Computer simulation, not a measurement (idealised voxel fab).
process module | voxel capacitor over wiring
cross-section cut | 215 nm wide | cells 5 nm
A cross-section is a grid of square cells, given in bands from the top down. A band is one or more rows of cells.
Each band's line starts with the height of the band's top and of its bottom, in nm. Then come its materials from left to right, each with its width in nm. One material with "throughout" fills the band from edge to edge. "air" is empty space.
Height 0 is the level under which the wafer as received is all one material. The lowest band goes on downwards, as in "0 down".
A width such as "30 to 40" changes by the same amount from each row of cells to the next, from the band's top row to its bottom row.
"no change" after a step means that no cell of the cross-section changed.
closed voids: empty space of 8 cells or more with no open way to the top, each as width x height at its distance from the left edge, in nm
after a step's settings: what the simulator itself notes on the step
overlay nm, on a step with a mask: how far to the right of its planned place the mask lay; to the left if negative
plan
1 op RECEIVE | material Si
2 op CONFORMAL_DEP | material SiO2 | thk nm 15
3 op CONFORMAL_DEP | material SiN | thk nm 5
4 op DIRECTIONAL_DEP | material lowk | thk nm 25
5 op DIRECTIONAL_DEP | material aC | thk nm 10
6 op PATTERN | tone open | mask id METAL_1 | material resist | width nm 25 | pitch nm 75 | thk nm 30 | overlay nm 0
7 op DIRECTIONAL_ETCH | etch materials aC | depth nm 10
8 op STRIP | etch materials resist
9 op DIRECTIONAL_ETCH | etch materials lowk | depth nm 25
10 op DIRECTIONAL_ETCH | etch materials SiN | depth nm 5
11 op STRIP | etch materials aC
12 op CONFORMAL_DEP | material TiN | thk nm 5
13 op FILL_DEP | material W | thk nm 10
14 op CMP | height nm 45
15 op EPI | material Ru | thk nm 5
16 op FILL_DEP | material SiCN | thk nm 5
17 op DIRECTIONAL_DEP | material SiO2 | thk nm 20
18 op PATTERN | tone open | mask id PLUG_1 | material resist | width nm 15 | thk nm 20 | overlay nm 0
19 op DIRECTIONAL_ETCH | etch materials SiO2 | depth nm 20
20 op DIRECTIONAL_ETCH | etch materials SiCN | depth nm 5
21 op STRIP | etch materials resist
22 op CONFORMAL_DEP | material TiN | thk nm 5
23 op FILL_DEP | material Cu | thk nm 5
24 op CMP | height nm 75
25 op DIRECTIONAL_DEP | material TiN | thk nm 10
26 op DIRECTIONAL_DEP | material HfO2 | thk nm 5
27 op DIRECTIONAL_DEP | material TiN | thk nm 10
28 op MASKED_ETCH | tone cover | mask id UPPER_PLATE | width nm 55 | etch materials TiN | depth nm 10 | overlay nm 0
29 op MASKED_ETCH | tone cover | mask id UPPER_PLATE | width nm 55 | etch materials HfO2 | depth nm 5 | overlay nm 0
30 op PATTERN | tone cover | mask id LOWER_PLATE | material resist | width nm 65 | thk nm 20 | overlay nm 0
31 op DIRECTIONAL_ETCH | etch materials TiN | depth nm 10
32 op STRIP | etch materials resist
33 op FILL_DEP | material SiO2 | thk nm 15
34 op CMP | height nm 110
35 op MASKED_ETCH | tone open | mask id PLUG_2 | width nm 15 | etch materials SiO2 | depth nm 10 | overlay nm 0
36 op CONFORMAL_DEP | material TiN | thk nm 5
37 op FILL_DEP | material Ru | thk nm 10
38 op CMP | height nm 110
39 op CONFORMAL_DEP | material SiN | thk nm 5
as received, after step 1
  0 down: Si throughout
  closed voids: none
a wafer at the end: this start, this plan, one mistake
  115 to 110: SiN throughout
  110 to 105: SiO2 75 | TiN 5 | Ru 5 | TiN 5 | SiO2 125
  105 to 100: SiO2 75 | TiN 15 | SiO2 125
  100 to 95: SiO2 65 | HfO2 55 | SiO2 95
  95 to 85: SiO2 60 | TiN 65 | SiO2 90
  85 to 75: TiN throughout
  75 to 55: SiO2 65 | TiN 5 | Cu 5 | TiN 5 | SiO2 135
  55 to 50: SiCN 65 | TiN 15 | SiCN 135
  50 to 45: SiCN 50 | Ru 35 | SiCN 40 | Ru 35 | SiCN 55
  45 to 20: lowk 55 | TiN 5 | W 15 | TiN 5 | lowk 50 | TiN 5 | W 15 | TiN 5 | lowk 60
  20 to 15: SiN 55 | TiN 25 | SiN 50 | TiN 25 | SiN 60
  15 to 0: SiO2 throughout
  0 down: Si throughout
  closed voids: none
what went wrong: steps 26 and 27 were swapped
